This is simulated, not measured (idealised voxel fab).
The following process module bears the name voxel self aligned vias.
The cross-section shown here is cut; it is 225 nm wide and divided into square cells measuring 5 nm on a side.
A cross-section is written here as square cells arranged in a grid, and it is given in bands from the top down, each band taking up one or more rows of cells. Read a band's entry like this: the first values are the height of its top and the height of its bottom in nm, and what follows is the sequence of materials from left to right, each with its width in nm. Note that "blank" is empty space, and that a single material marked "everywhere" reaches across the band from edge to edge. Heights are measured from 0, the level below which the as-received wafer is all one material; the lowest band has no bottom and continues downward, written as in "0 nm and below". The notation "30->40" denotes a width that varies across the rows of cells in the band, beginning at the first number in the top row, finishing at the second number in the bottom row, and changing by an identical amount from each row to the next. "no modifications" for a step: no cell of the cross-section changed in that step. "Voids lacking openings": empty spaces of 8 cells or more with no open way to the top, each given as width x height at distance, distance from the left edge, all in nm. Where a step's line continues beyond its settings, the continuation is a remark by the simulator itself on that step. Each step line may optionally specify "overlay nm", which for a step with a mask gives the rightward distance between the mask's planned place and where it lay, a negative value indicating the leftward direction.

Steps in the process plan
1,RECEIVE with material Si
2,CONFORMAL_DEP with material SiO2, thk nm 10
3,CONFORMAL_DEP with material SiCN, thk nm 5
4,DIRECTIONAL_DEP with material lowk, thk nm 30
5,MASKED_ETCH with tone open, mask id LINES, width nm 30, pitch nm 70, etch materials lowk, depth nm 30, overlay nm 0
6,CONFORMAL_DEP with material TiN, thk nm 5
7,FILL_DEP with material W, thk nm 10
8,CMP with height nm 45
9,SELECTIVE_ETCH with etch materials W Ru TiN, depth nm 10
10,FILL_DEP with material SiN, thk nm 10
11,CMP with height nm 45
12,DIRECTIONAL_DEP with material lowk, thk nm 15
13,MASKED_ETCH with tone open, mask id VIAS, width nm 40, pitch nm 70, etch materials lowk, depth nm 15, overlay nm 0
14,MASKED_ETCH with tone open, mask id VIAS, width nm 40, pitch nm 70, etch materials SiN, depth nm 10, overlay nm 0
15,CONFORMAL_DEP with material TiN, thk nm 5
16,FILL_DEP with material W, thk nm 5
17,CMP with height nm 60
18,CONFORMAL_DEP with material SiCN, thk nm 5

as received, after step 1
* 0 nm and below | Si everywhere
* Voids lacking openings: none

End-of-module cross-section of the first of two wafers, processed as planned
* 65 nm to 60 nm | SiCN everywhere
* 60 nm to 50 nm | lowk 55 nm / TiN 5 nm / W 30 nm / TiN 5 nm / lowk 30 nm / TiN 5 nm / W 30 nm / TiN 5 nm / lowk 60 nm
* 50 nm to 40 nm | lowk 55->60 nm / TiN 10->5 nm / W 20 nm / TiN 10->5 nm / lowk 30->40 nm / TiN 10->5 nm / W 20 nm / TiN 10->5 nm / lowk 60->65 nm
* 40 nm to 35 nm | lowk 60 nm / TiN 30 nm / lowk 40 nm / TiN 30 nm / lowk 65 nm
* 35 nm to 20 nm | lowk 60 nm / TiN 5 nm / W 20 nm / TiN 5 nm / lowk 40 nm / TiN 5 nm / W 20 nm / TiN 5 nm / lowk 65 nm
* 20 nm to 15 nm | lowk 60 nm / TiN 30 nm / lowk 40 nm / TiN 30 nm / lowk 65 nm
* 15 nm to 10 nm | SiCN everywhere
* 10 nm to 0 nm | SiO2 everywhere
* 0 nm and below | Si everywhere
* Voids lacking openings: none

End-of-module cross-section of the second wafer: identical starting point and process plan to the first, with one processing mistake
* 65 nm to 60 nm | SiCN everywhere
* 60 nm to 50 nm | lowk 55 nm / TiN 5 nm / W 30 nm / TiN 5 nm / lowk 30 nm / TiN 5 nm / W 30 nm / TiN 5 nm / lowk 60 nm
* 50 nm to 40 nm | lowk 55->60 nm / TiN 10->5 nm / W 25 nm / TiN 5 nm / lowk 30->35 nm / TiN 10->5 nm / W 25 nm / TiN 5 nm / lowk 60 nm
* 40 nm to 35 nm | lowk 60 nm / TiN 35 nm / lowk 35 nm / TiN 35 nm / lowk 60 nm
* 35 nm to 20 nm | lowk 60 nm / TiN 5 nm / W 25 nm / TiN 5 nm / lowk 35 nm / TiN 5 nm / W 25 nm / TiN 5 nm / lowk 60 nm
* 20 nm to 15 nm | lowk 60 nm / TiN 35 nm / lowk 35 nm / TiN 35 nm / lowk 60 nm
* 15 nm to 10 nm | SiCN everywhere
* 10 nm to 0 nm | SiO2 everywhere
* 0 nm and below | Si everywhere
* Voids lacking openings: none
What was done differently from what was planned? step 5: run off-plan, actual operation and settings MASKED_ETCH with tone open, mask id LINES, width nm 35, pitch nm 70, etch materials lowk, depth nm 30, overlay nm 0
Per the end-of-run cell counts, the second wafer holds more or fewer of some materials than the first: TiN: 2 more; W: 10 more; lowk: 12 fewer
